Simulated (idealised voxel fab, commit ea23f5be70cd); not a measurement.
Documented hereafter: the process module known as voxel double patterning.
The cross-section on display is named cut; it measures 190 nm wide, and its cells are 5 nm squares.
Bands, listed from the top down, are how a cross-section gets written in this document; the cross-section itself is a grid of square cells, and a band is one or more rows of them.
Top height, bottom height, nm. Materials left to right, width each, nm. Single material + "everywhere" = fills band edge to edge. "air" = empty.
All heights in this document are referenced to 0, defined as the level beneath which the wafer, as received, consists entirely of one material. The lowest band is not bounded below; it extends indefinitely downward and is written in the form "from 0 down".
With a width like "30 to 40", each row of cells in the band differs from the next by the same amount, the top row carrying the first number and the bottom row the second.
"nothing different" for a step: no cell of the cross-section changed in that step.
So "Unvented internal voids" is basically the list of trapped voids: any empty space of 8 cells or more that can't reach the top through an opening. They're written width x height at distance, the distance being from the left edge, and it's all nm.
It should be noted that, on the line of a given step, the content following the step's settings is a remark produced by the simulator itself with respect to that step.
The line of a step may include "overlay nm". On a step with a mask, this value is how far to the right of its planned place the mask lay. A negative value means the mask lay to the left.

Steps in the process plan
1 RECEIVE | material Si
2 CONFORMAL_DEP | material SiO2 | thk nm 10
3 DIRECTIONAL_DEP | material polySi | thk nm 10
4 DIRECTIONAL_DEP | material SiCN | thk nm 10
5 PATTERN | tone open | mask id FIRST | material resist | width nm 15 | pitch nm 50 | thk nm 20 | overlay nm 0
6 DIRECTIONAL_ETCH | etch materials SiCN | depth nm 10
7 STRIP | etch materials resist
8 MASKED_ETCH | tone open | mask id SECOND | width nm 15 | etch materials SiCN | depth nm 10 | overlay nm 0
9 DIRECTIONAL_ETCH | etch materials polySi | depth nm 10
10 STRIP | etch materials SiCN

The following pertains to the first of two wafers, which was processed as planned

So this is the incoming wafer in cross-section - it's already been through step 1
> from 0 down = Si everywhere
> Unvented internal voids: none

You're looking at a cross-section of the wafer after step 2
> from 10 to 0 = SiO2 everywhere
> Under 0: no change, same as before.

You're looking at a cross-section of the wafer after step 3
> from 20 to 10 = polySi everywhere
> Under 10: no change, same as before.

You're looking at a cross-section of the wafer after step 4
> from 30 to 20 = SiCN everywhere
> Under 20: no change, same as before.

You're looking at a cross-section of the wafer after step 5
> from 50 to 30 = 60 nm resist  15 nm air  35 nm resist  15 nm air  65 nm resist
> Under 30: no change, same as before.

You're looking at a cross-section of the wafer after step 6
> from 50 to 30 = 60 nm resist  15 nm air  35 nm resist  15 nm air  65 nm resist
> from 30 to 20 = 60 nm SiCN  15 nm air  35 nm SiCN  15 nm air  65 nm SiCN
> Under 20: no change, same as before.

You're looking at a cross-section of the wafer after step 7
> from 30 to 20 = 60 nm SiCN  15 nm air  35 nm SiCN  15 nm air  65 nm SiCN
> Under 20: no change, same as before.

You're looking at a cross-section of the wafer after step 8
> from 30 to 20 = 60 nm SiCN  15 nm air  10 nm SiCN  15 nm air  10 nm SiCN  15 nm air  65 nm SiCN
> Under 20: no change, same as before.

You're looking at a cross-section of the wafer after step 9
> from 30 to 20 = 60 nm SiCN  15 nm air  10 nm SiCN  15 nm air  10 nm SiCN  15 nm air  65 nm SiCN
> from 20 to 10 = 60 nm polySi  15 nm air  10 nm polySi  15 nm air  10 nm polySi  15 nm air  65 nm polySi
> Under 10: no change, same as before.

You're looking at a cross-section of the wafer after step 10
> from 20 to 10 = 60 nm polySi  15 nm air  10 nm polySi  15 nm air  10 nm polySi  15 nm air  65 nm polySi
> Under 10: no change, same as before.

Wafer two. Same start, same plan, one slip in execution. Same as wafer one through step 4, inclusive

Second wafer profile in section, at the moment step 5 of the plan was meant to be complete
> from 50 to 30 = 60 nm resist  20 nm air  30 nm resist  20 nm air  60 nm resist
> Under 30: no change, same as before.

Second wafer profile in section, at the moment step 6 of the plan was meant to be complete
> from 50 to 30 = 60 nm resist  20 nm air  30 nm resist  20 nm air  60 nm resist
> from 30 to 20 = 60 nm SiCN  20 nm air  30 nm SiCN  20 nm air  60 nm SiCN
> Under 20: no change, same as before.

Second wafer profile in section, at the moment step 7 of the plan was meant to be complete
> from 30 to 20 = 60 nm SiCN  20 nm air  30 nm SiCN  20 nm air  60 nm SiCN
> Under 20: no change, same as before.

Second wafer profile in section, at the moment step 8 of the plan was meant to be complete
> from 30 to 20 = 60 nm SiCN  20 nm air  5 nm SiCN  15 nm air  10 nm SiCN  20 nm air  60 nm SiCN
> Under 20: no change, same as before.

Second wafer profile in section, at the moment step 9 of the plan was meant to be complete
> from 30 to 20 = 60 nm SiCN  20 nm air  5 nm SiCN  15 nm air  10 nm SiCN  20 nm air  60 nm SiCN
> from 20 to 10 = 60 nm polySi  20 nm air  5 nm polySi  15 nm air  10 nm polySi  20 nm air  60 nm polySi
> Under 10: no change, same as before.

Second wafer profile in section, at the moment step 10 of the plan was meant to be complete
> from 20 to 10 = 60 nm polySi  20 nm air  5 nm polySi  15 nm air  10 nm polySi  20 nm air  60 nm polySi
> Under 10: no change, same as before.
Where did the run depart from the plan? step 5 off recipe, ran as PATTERN | tone open | mask id FIRST | material resist | width nm 20 | pitch nm 50 | thk nm 20 | overlay nm 0
Bottom line after processing is that, in cells, the second wafer is up or down on some materials versus the first: 4 fewer of polySi
